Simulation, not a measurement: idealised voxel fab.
Name of the process module below: voxel transistor to metal
It is cross-section cut that appears here, measuring 285 nm in width, its square cells being 5 nm in size.
A cross-section in this document is a grid of square cells, and it is written down as bands, the top band listed before the ones below it; a band is made up of one or more rows of cells. A band entry consists of two parts. The first gives the height of the band's top and the height of its bottom, in nm. The rest lists the band's materials from left to right, each with its width in nm. A single material labelled with the word "throughout" fills the band from edge to edge, and the word "blank" marks empty space. Height reference: 0 = level under which incoming wafer is all one material. Lowest band: no bottom, runs on downward, e.g. "0 down". When a width is written as two numbers, as in "30..40", the first number is the width in the top row of cells of the band and the second is the width in its bottom row, and the width changes by the same amount from each row to the next. "no alteration" after a step means that no cell of the cross-section changed. The entry "Voids, fully enclosed" lists the empty spaces that cover at least 8 cells and have no open path to the top. Each is written as width x height at distance, where the distance is measured from the left edge and all three values are in nm. It should be noted that, on the line of a given step, the content following the step's settings is a remark produced by the simulator itself with respect to that step. The setting "overlay nm" may be written on the line of a step. When the step uses a mask, the value reports how far to the right of the planned place the mask lay, and a negative value reports that it lay to the left.
[Planned process steps]
1) RECEIVE: material Si
2) CONFORMAL_DEP: material SiO2, thk nm 5
3) CONFORMAL_DEP: material SiN, thk nm 10
4) PATTERN: tone cover, mask id ACTIVE, material resist, width nm 110, pitch nm 135, thk nm 20, overlay nm 0
5) DIRECTIONAL_ETCH: etch materials SiN, depth nm 10
6) DIRECTIONAL_ETCH: etch materials SiO2, depth nm 5
7) DIRECTIONAL_ETCH: etch materials Si, depth nm 25
8) STRIP: etch materials resist
9) FILL_DEP: material SiO2, thk nm 5
10) CMP: height nm 15
11) SELECTIVE_ETCH: etch materials SiO2, depth nm 5
12) STRIP: etch materials SiN
13) SELECTIVE_ETCH: etch materials SiO2, depth nm 5
14) OXIDIZE: depth nm 5
15) DIRECTIONAL_DEP: material polySi, thk nm 30
16) DIRECTIONAL_DEP: material SiCN, thk nm 10
17) MASKED_ETCH: tone cover, mask id GATE, width nm 20, pitch nm 135, etch materials SiCN, depth nm 20, overlay nm 0
18) MASKED_ETCH: tone cover, mask id GATE, width nm 20, pitch nm 135, etch materials polySi, depth nm 40, overlay nm 0
19) CONFORMAL_DEP: material SiO2, thk nm 5
20) DIRECTIONAL_ETCH: etch materials SiO2, depth nm 5
21) CONFORMAL_DEP: material SiN, thk nm 10
22) DIRECTIONAL_ETCH: etch materials SiN, depth nm 10
23) DIRECTIONAL_ETCH: etch materials SiO2, depth nm 5
24) EPI: material SiGe, thk nm 5
25) FILL_DEP: material SiO2, thk nm 5
26) CMP: height nm 40
27) DIRECTIONAL_DEP: material SiO2, thk nm 15
28) PATTERN: tone open, mask id CONTACT, material resist, width nm 30, thk nm 20, overlay nm 0
29) DIRECTIONAL_ETCH: etch materials SiO2, depth nm 55
30) STRIP: etch materials resist
31) CONFORMAL_DEP: material TiN, thk nm 5
32) FILL_DEP: material W, thk nm 5
33) CMP: height nm 55
34) DIRECTIONAL_DEP: material TiN, thk nm 5
35) DIRECTIONAL_DEP: material Ru, thk nm 25
36) PATTERN: tone cover, mask id METAL_1, material resist, width nm 20, thk nm 15, overlay nm 0
37) DIRECTIONAL_ETCH: etch materials Ru, depth nm 25
38) DIRECTIONAL_ETCH: etch materials TiN, depth nm 5
39) STRIP: etch materials resist
40) FILL_DEP: material SiO2, thk nm 5
41) CMP: height nm 85
42) CONFORMAL_DEP: material SiCN, thk nm 5
[as received, after step 1]
  0 down | Si throughout
  Voids, fully enclosed: none
[Final cross-section, module run with one mistake (start and plan as above)]
  90 to 85 | SiCN throughout
  85 to 60 | SiO2=30 / Ru=20 / SiO2=50 / Ru=20 / SiO2=45 / Ru=20 / SiO2=50 / Ru=20 / SiO2=30
  60 to 55 | SiO2=30 / TiN=20 / SiO2=50 / TiN=20 / SiO2=45 / TiN=20 / SiO2=50 / TiN=20 / SiO2=30
  55 to 45 | SiO2=30 / TiN=5 / W=20 / TiN=5 / SiO2=30 / TiN=5 / W=20 / TiN=5 / SiO2=45 / TiN=5 / W=20 / TiN=5 / SiO2=30 / TiN=5 / W=20 / TiN=5 / SiO2=30
  45 to 40 | SiO2=30 / TiN=5 / W=10 / TiN=15 / SiO2=30 / TiN=15 / W=10 / TiN=5 / SiO2=45 / TiN=5 / W=10 / TiN=15 / SiO2=30 / TiN=15 / W=10 / TiN=5 / SiO2=30
  40 to 30 | SiO2=30 / TiN=5 / W=10 / TiN=5 / SiN=10 / SiO2=5 / SiCN=20 / SiO2=5 / SiN=10 / TiN=5 / W=10 / TiN=5 / SiO2=45 / TiN=5 / W=10 / TiN=5 / SiN=10 / SiO2=5 / SiCN=20 / SiO2=5 / SiN=10 / TiN=5 / W=10 / TiN=5 / SiO2=30
  30 to 5 | SiO2=30 / TiN=5 / W=10 / TiN=5 / SiN=10 / SiO2=5 / polySi=20 / SiO2=5 / SiN=10 / TiN=5 / W=10 / TiN=5 / SiO2=45 / TiN=5 / W=10 / TiN=5 / SiN=10 / SiO2=5 / polySi=20 / SiO2=5 / SiN=10 / TiN=5 / W=10 / TiN=5 / SiO2=30
  5 to 0 | SiO2=15 / SiN=10 / SiO2=5 / TiN=20 / SiN=10 / SiO2=5 / polySi=20 / SiO2=5 / SiN=10 / TiN=20 / SiO2=5 / SiN=10 / SiO2=15 / SiN=10 / SiO2=5 / TiN=20 / SiN=10 / SiO2=5 / polySi=20 / SiO2=5 / SiN=10 / TiN=20 / SiO2=5 / SiN=10 / SiO2=15
  0 to -5 | SiO2=25 / SiGe=25 / SiO2=50 / SiGe=25 / SiO2=35 / SiGe=25 / SiO2=50 / SiGe=25 / SiO2=25
  -5 to -10 | SiO2=25 / Si=100 / SiO2=35 / Si=100 / SiO2=25
  -10 to -25 | SiO2=20 / Si=110 / SiO2=25 / Si=110 / SiO2=20
  -25 down | Si throughout
  Voids, fully enclosed: none
Heads up, the wafer didn't run the way we planned it: plan vs actual: 11 and 12 interchanged
